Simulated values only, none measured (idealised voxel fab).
This section sets out a process module, namely voxel self aligned contacts.
Square cell edge 5 nm, section width 270 nm, ID cut.
If you're reading a cross-section in this doc, picture square cells in a grid; it comes to you as bands, top ones listed first down to the bottom, and a band can be one or more rows of cells. Quick guide to a band line: top height, bottom height (nm) up front; then every material left to right with its width in nm. Only one material and it's marked "everywhere"? Then it fills the band edge to edge. And "blank" just means empty space. Measure heights from 0. That's the level where, below it, the as-received wafer is all one material. The lowest band is bottomless and extends downward; write it as in "0 down". You'd read "30..40" like this: the band's top row of cells is as wide as the first number, its bottom row is as wide as the second, and going down, every row changes width by the same amount as the row before did. "everything unchanged" -> step changed no cross-section cell. Heads up: "Sealed-off cavities" only lists the empty pockets with no open path to the top that are 8 cells or more, and it writes them as width x height at distance, distance from the left edge, in nm. Note: text after step settings on the step line = simulator remark on that step. The line of a step may include "overlay nm". On a step with a mask, this value is how far to the right of its planned place the mask lay. A negative value means the mask lay to the left. Pairs follow: section before one process step, section after it down to the lowest changed band, step with settings underneath. Pairs may come from different runs of this module on the same starting wafer; continuity with the pair above only as stated in the "Incoming profile" entry.

Incoming profile
	45 to 40  SiO2: 105  blank: 55  SiO2: 110
	40 to 20  SiO2: 85  SiN: 35  blank: 25  SiN: 35  SiO2: 90
	20 to 0  SiO2: 85  SiN: 5  polySi: 25  SiN: 5  blank: 25  SiN: 5  polySi: 25  SiN: 5  SiO2: 90
	0 to -5  SiO2: 120  blank: 25  SiO2: 125
	-5 down  Si everywhere
	Sealed-off cavities: none

Resulting Cross-Section
	50 to 45  TiN: 110  blank: 45  TiN: 115
	45 to 40  SiO2: 105  TiN: 20  blank: 15  TiN: 20  SiO2: 110
	40 to 20  SiO2: 85  SiN: 35  TiN: 5  blank: 15  TiN: 5  SiN: 35  SiO2: 90
	20 to 0  SiO2: 85  SiN: 5  polySi: 25  SiN: 5  TiN: 5  blank: 15  TiN: 5  SiN: 5  polySi: 25  SiN: 5  SiO2: 90
	0 to -5  SiO2: 120  TiN: 25  SiO2: 125
	At heights below -5, the structure remains unaltered.
	Sealed-off cavities: none
Between the two cross-sections you see above, the step is CONFORMAL_DEP with material TiN, thk nm 5

Incoming profile: this step begins from the cross-section that the pair just above shows after its step.

Resulting Cross-Section
	55 to 50  W everywhere
	50 to 45  TiN: 110  W: 45  TiN: 115
	45 to 40  SiO2: 105  TiN: 20  W: 15  TiN: 20  SiO2: 110
	40 to 20  SiO2: 85  SiN: 35  TiN: 5  W: 15  TiN: 5  SiN: 35  SiO2: 90
	20 to 0  SiO2: 85  SiN: 5  polySi: 25  SiN: 5  TiN: 5  W: 15  TiN: 5  SiN: 5  polySi: 25  SiN: 5  SiO2: 90
	At heights below 0, the structure remains unaltered.
	Sealed-off cavities: none
Between the two cross-sections you see above, the step is FILL_DEP with material W, thk nm 5

Incoming profile: this step begins from the cross-section that the pair just above shows after its step.

Resulting Cross-Section
	45 to 40  SiO2: 105  TiN: 20  W: 15  TiN: 20  SiO2: 110
	At heights below 40, the structure remains unaltered.
	Sealed-off cavities: none
Between the two cross-sections you see above, the step is CMP with height nm 45

Incoming profile: this step begins from the cross-section that the pair just above shows after its step.

Resulting Cross-Section
	50 to 45  SiCN everywhere
	At heights below 45, the structure remains unaltered.
	Sealed-off cavities: none
Between the two cross-sections you see above, the step is CONFORMAL_DEP with material SiCN, thk nm 5

Incoming profile
	40 to 20  blank: 90  SiN: 25  blank: 35  SiN: 25  blank: 95
	20 to 0  polySi everywhere
	0 to -5  SiO2 everywhere
	-5 down  Si everywhere
	Sealed-off cavities: none

Resulting Cross-Section
	40 to 20  blank: 90  SiN: 25  blank: 35  SiN: 25  blank: 95
	20 to 0  blank: 85  polySi: 30  blank: 30  polySi: 30  blank: 95
	At heights below 0, the structure remains unaltered.
	Sealed-off cavities: none
Between the two cross-sections you see above, the step is MASKED_ETCH with tone cover, mask id GATE, width nm 25, pitch nm 60, etch materials polySi, depth nm 20, overlay nm -5

Incoming profile: this step begins from the cross-section that the pair just above shows after its step.

Resulting Cross-Section
	45 to 25  blank: 85  SiN: 35  blank: 25  SiN: 35  blank: 90
	25 to 20  blank: 80  SiN: 40  blank: 20  SiN: 40  blank: 90
	20 to 5  blank: 80  SiN: 5  polySi: 30  SiN: 5  blank: 20  SiN: 5  polySi: 30  SiN: 5  blank: 90
	5 to 0  SiN: 85  polySi: 30  SiN: 30  polySi: 30  SiN: 95
	At heights below 0, the structure remains unaltered.
	Sealed-off cavities: none
Between the two cross-sections you see above, the step is CONFORMAL_DEP with material SiN, thk nm 5

Incoming profile: this step begins from the cross-section that the pair just above shows after its step.

Resulting Cross-Section
	40 to 20  blank: 85  SiN: 35  blank: 25  SiN: 35  blank: 90
	20 to 0  blank: 80  SiN: 5  polySi: 30  SiN: 5  blank: 20  SiN: 5  polySi: 30  SiN: 5  blank: 90
	At heights below 0, the structure remains unaltered.
	Sealed-off cavities: none
Between the two cross-sections you see above, the step is DIRECTIONAL_ETCH with etch materials SiN, depth nm 5

Incoming profile: this step begins from the cross-section that the pair just above shows after its step.

Resulting Cross-Section
	50 to 40  SiO2 everywhere
	40 to 20  SiO2: 85  SiN: 35  SiO2: 25  SiN: 35  SiO2: 90
	20 to 0  SiO2: 80  SiN: 5  polySi: 30  SiN: 5  SiO2: 20  SiN: 5  polySi: 30  SiN: 5  SiO2: 90
	At heights below 0, the structure remains unaltered.
	Sealed-off cavities: none
Between the two cross-sections you see above, the step is FILL_DEP with material SiO2, thk nm 10

Incoming profile: this step begins from the cross-section that the pair just above shows after its step.

Resulting Cross-Section
	45 to 40  SiO2 everywhere
	At heights below 40, the structure remains unaltered.
	Sealed-off cavities: none
Between the two cross-sections you see above, the step is CMP with height nm 45

Incoming profile: this step begins from the cross-section that the pair just above shows after its step.

Resulting Cross-Section
	60 to 45  resist: 110  blank: 45  resist: 115
	At heights below 45, the structure remains unaltered.
	Sealed-off cavities: none
Between the two cross-sections you see above, the step is PATTERN with tone open, mask id CONTACT, material resist, width nm 45, thk nm 15, overlay nm 0

Incoming profile: this step begins from the cross-section that the pair just above shows after its step.

Resulting Cross-Section
	60 to 45  resist: 110  blank: 45  resist: 115
	45 to 40  SiO2: 110  blank: 45  SiO2: 115
	40 to 20  SiO2: 85  SiN: 35  blank: 25  SiN: 35  SiO2: 90
	20 to 0  SiO2: 80  SiN: 5  polySi: 30  SiN: 5  blank: 20  SiN: 5  polySi: 30  SiN: 5  SiO2: 90
	0 to -5  SiO2: 120  blank: 20  SiO2: 130
	At heights below -5, the structure remains unaltered.
	Sealed-off cavities: none
Between the two cross-sections you see above, the step is DIRECTIONAL_ETCH with etch materials SiO2, depth nm 50

Incoming profile: this step begins from the cross-section that the pair just above shows after its step.

Resulting Cross-Section
	45 to 40  SiO2: 110  blank: 45  SiO2: 115
	At heights below 40, the structure remains unaltered.
	Sealed-off cavities: none
Between the two cross-sections you see above, the step is STRIP with etch materials resist

Incoming profile: this step begins from the cross-section that the pair just above shows after its step.

Resulting Cross-Section
	50 to 45  TiN: 115  blank: 35  TiN: 120
	45 to 40  SiO2: 110  TiN: 15  blank: 15  TiN: 15  SiO2: 115
	40 to 25  SiO2: 85  SiN: 35  TiN: 5  blank: 15  TiN: 5  SiN: 35  SiO2: 90
	25 to 20  SiO2: 85  SiN: 35  TiN: 5  blank: 10  TiN: 10  SiN: 35  SiO2: 90
	20 to 0  SiO2: 80  SiN: 5  polySi: 30  SiN: 5  TiN: 5  blank: 10  TiN: 5  SiN: 5  polySi: 30  SiN: 5  SiO2: 90
	0 to -5  SiO2: 120  TiN: 20  SiO2: 130
	At heights below -5, the structure remains unaltered.
	Sealed-off cavities: none
Between the two cross-sections you see above, the step is CONFORMAL_DEP with material TiN, thk nm 5

Incoming profile: this step begins from the cross-section that the pair just above shows after its step.

Resulting Cross-Section
	55 to 50  W everywhere
	50 to 45  TiN: 115  W: 35  TiN: 120
	45 to 40  SiO2: 110  TiN: 15  W: 15  TiN: 15  SiO2: 115
	40 to 25  SiO2: 85  SiN: 35  TiN: 5  W: 15  TiN: 5  SiN: 35  SiO2: 90
	25 to 20  SiO2: 85  SiN: 35  TiN: 5  W: 10  TiN: 10  SiN: 35  SiO2: 90
	20 to 0  SiO2: 80  SiN: 5  polySi: 30  SiN: 5  TiN: 5  W: 10  TiN: 5  SiN: 5  polySi: 30  SiN: 5  SiO2: 90
	At heights below 0, the structure remains unaltered.
	Sealed-off cavities: none
Between the two cross-sections you see above, the step is FILL_DEP with material W, thk nm 5

Incoming profile: this step begins from the cross-section that the pair just above shows after its step.

Resulting Cross-Section
	45 to 40  SiO2: 110  TiN: 15  W: 15  TiN: 15  SiO2: 115
	At heights below 40, the structure remains unaltered.
	Sealed-off cavities: none
Between the two cross-sections you see above, the step is CMP with height nm 45

Incoming profile: this step begins from the cross-section that the pair just above shows after its step.

Resulting Cross-Section
	50 to 45  SiCN everywhere
	At heights below 45, the structure remains unaltered.
	Sealed-off cavities: none
Between the two cross-sections you see above, the step is CONFORMAL_DEP with material SiCN, thk nm 5

Incoming profile
	20 to 0  polySi everywhere
	0 to -5  SiO2 everywhere
	-5 down  Si everywhere
	Sealed-off cavities: none

Resulting Cross-Section
	40 to 20  SiO2 everywhere
	At heights below 20, the structure remains unaltered.
	Sealed-off cavities: none
Between the two cross-sections you see above, the step is DIRECTIONAL_DEP with material SiO2, thk nm 20

Incoming profile: this step begins from the cross-section that the pair just above shows after its step.

Resulting Cross-Section
	45 to 40  SiN everywhere
	At heights below 40, the structure remains unaltered.
	Sealed-off cavities: none
Between the two cross-sections you see above, the step is CONFORMAL_DEP with material SiN, thk nm 5

Incoming profile: this step begins from the cross-section that the pair just above shows after its step.

Resulting Cross-Section
	40 to 20  SiO2 everywhere
	At heights below 20, the structure remains unaltered.
	Sealed-off cavities: none
Between the two cross-sections you see above, the step is DIRECTIONAL_ETCH with etch materials SiN, depth nm 5

Incoming profile: this step begins from the cross-section that the pair just above shows after its step.

Resulting Cross-Section
	50 to 20  SiO2 everywhere
	At heights below 20, the structure remains unaltered.
	Sealed-off cavities: none
Between the two cross-sections you see above, the step is FILL_DEP with material SiO2, thk nm 10

Incoming profile: this step begins from the cross-section that the pair just above shows after its step.

Resulting Cross-Section
	45 to 20  SiO2 everywhere
	At heights below 20, the structure remains unaltered.
	Sealed-off cavities: none
Between the two cross-sections you see above, the step is CMP with height nm 45

Incoming profile: this step begins from the cross-section that the pair just above shows after its step.

Resulting Cross-Section
	60 to 45  resist: 110  blank: 45  resist: 115
	At heights below 45, the structure remains unaltered.
	Sealed-off cavities: none
Between the two cross-sections you see above, the step is PATTERN with tone open, mask id CONTACT, material resist, width nm 45, thk nm 15, overlay nm 0

Incoming profile: this step begins from the cross-section that the pair just above shows after its step.

Resulting Cross-Section
	60 to 45  resist: 110  blank: 45  resist: 115
	45 to 20  SiO2: 110  blank: 45  SiO2: 115
	At heights below 20, the structure remains unaltered.
	Sealed-off cavities: none
Between the two cross-sections you see above, the step is DIRECTIONAL_ETCH with etch materials SiO2, depth nm 50

Incoming profile: this step begins from the cross-section that the pair just above shows after its step.

Resulting Cross-Section
	45 to 20  SiO2: 110  blank: 45  SiO2: 115
	At heights below 20, the structure remains unaltered.
	Sealed-off cavities: none
Between the two cross-sections you see above, the step is STRIP with etch materials resist

Incoming profile: this step begins from the cross-section that the pair just above shows after its step.

Resulting Cross-Section
	50 to 45  TiN: 115  blank: 35  TiN: 120
	45 to 25  SiO2: 110  TiN: 5  blank: 35  TiN: 5  SiO2: 115
	25 to 20  SiO2: 110  TiN: 45  SiO2: 115
	At heights below 20, the structure remains unaltered.
	Sealed-off cavities: none
Between the two cross-sections you see above, the step is CONFORMAL_DEP with material TiN, thk nm 5

Incoming profile: this step begins from the cross-section that the pair just above shows after its step.

Resulting Cross-Section
	55 to 50  W everywhere
	50 to 45  TiN: 115  W: 35  TiN: 120
	45 to 25  SiO2: 110  TiN: 5  W: 35  TiN: 5  SiO2: 115
	At heights below 25, the structure remains unaltered.
	Sealed-off cavities: none
Between the two cross-sections you see above, the step is FILL_DEP with material W, thk nm 5

Incoming profile: this step begins from the cross-section that the pair just above shows after its step.

Resulting Cross-Section
	45 to 25  SiO2: 110  TiN: 5  W: 35  TiN: 5  SiO2: 115
	At heights below 25, the structure remains unaltered.
	Sealed-off cavities: none
Between the two cross-sections you see above, the step is CMP with height nm 45

Incoming profile: this step begins from the cross-section that the pair just above shows after its step.

Resulting Cross-Section
	50 to 45  SiCN everywhere
	At heights below 45, the structure remains unaltered.
	Sealed-off cavities: none
Between the two cross-sections you see above, the step is CONFORMAL_DEP with material SiCN, thk nm 5

Incoming profile
	45 to 40  SiO2 everywhere
	40 to 20  SiO2: 85  SiN: 35  SiO2: 25  SiN: 35  SiO2: 90
	20 to 0  SiO2: 85  SiN: 5  polySi: 25  SiN: 5  SiO2: 25  SiN: 5  polySi: 25  SiN: 5  SiO2: 90
	0 to -5  SiO2 everywhere
	-5 down  Si everywhere
	Sealed-off cavities: none

Resulting Cross-Section
	60 to 45  blank: 110  resist: 45  blank: 115
	At heights below 45, the structure remains unaltered.
	Sealed-off cavities: none
Between the two cross-sections you see above, the step is PATTERN with tone cover, mask id CONTACT, material resist, width nm 45, thk nm 15, overlay nm 0

Incoming profile: this step begins from the cross-section that the pair just above shows after its step.

Resulting Cross-Section
	60 to 45  blank: 110  resist: 45  blank: 115
	45 to 40  blank: 110  SiO2: 45  blank: 115
	40 to 20  blank: 85  SiN: 35  SiO2: 25  SiN: 35  blank: 90
	20 to 0  blank: 85  SiN: 5  polySi: 25  SiN: 5  SiO2: 25  SiN: 5  polySi: 25  SiN: 5  blank: 90
	0 to -5  blank: 85  SiO2: 95  blank: 90
	At heights below -5, the structure remains unaltered.
	Sealed-off cavities: none
Between the two cross-sections you see above, the step is DIRECTIONAL_ETCH with etch materials SiO2, depth nm 50

Incoming profile: this step begins from the cross-section that the pair just above shows after its step.

Resulting Cross-Section
	45 to 40  blank: 110  SiO2: 45  blank: 115
	At heights below 40, the structure remains unaltered.
	Sealed-off cavities: none
Between the two cross-sections you see above, the step is STRIP with etch materials resist

Incoming profile: this step begins from the cross-section that the pair just above shows after its step.

Resulting Cross-Section
	50 to 45  blank: 105  TiN: 55  blank: 110
	45 to 40  blank: 80  TiN: 30  SiO2: 45  TiN: 30  blank: 85
	40 to 20  blank: 80  TiN: 5  SiN: 35  SiO2: 25  SiN: 35  TiN: 5  blank: 85
	20 to 0  blank: 80  TiN: 5  SiN: 5  polySi: 25  SiN: 5  SiO2: 25  SiN: 5  polySi: 25  SiN: 5  TiN: 5  blank: 85
	0 to -5  TiN: 85  SiO2: 95  TiN: 90
	At heights below -5, the structure remains unaltered.
	Sealed-off cavities: none
Between the two cross-sections you see above, the step is CONFORMAL_DEP with material TiN, thk nm 5

Incoming profile: this step begins from the cross-section that the pair just above shows after its step.

Resulting Cross-Section
	55 to 50  W everywhere
	50 to 45  W: 105  TiN: 55  W: 110
	45 to 40  W: 80  TiN: 30  SiO2: 45  TiN: 30  W: 85
	40 to 20  W: 80  TiN: 5  SiN: 35  SiO2: 25  SiN: 35  TiN: 5  W: 85
	20 to 0  W: 80  TiN: 5  SiN: 5  polySi: 25  SiN: 5  SiO2: 25  SiN: 5  polySi: 25  SiN: 5  TiN: 5  W: 85
	At heights below 0, the structure remains unaltered.
	Sealed-off cavities: none
Between the two cross-sections you see above, the step is FILL_DEP with material W, thk nm 5

Incoming profile: this step begins from the cross-section that the pair just above shows after its step.

Resulting Cross-Section
	45 to 40  W: 80  TiN: 30  SiO2: 45  TiN: 30  W: 85
	At heights below 40, the structure remains unaltered.
	Sealed-off cavities: none
Between the two cross-sections you see above, the step is CMP with height nm 45

Incoming profile: this step begins from the cross-section that the pair just above shows after its step.

Resulting Cross-Section
	50 to 45  SiCN everywhere
	At heights below 45, the structure remains unaltered.
	Sealed-off cavities: none
Between the two cross-sections you see above, the step is CONFORMAL_DEP with material SiCN, thk nm 5
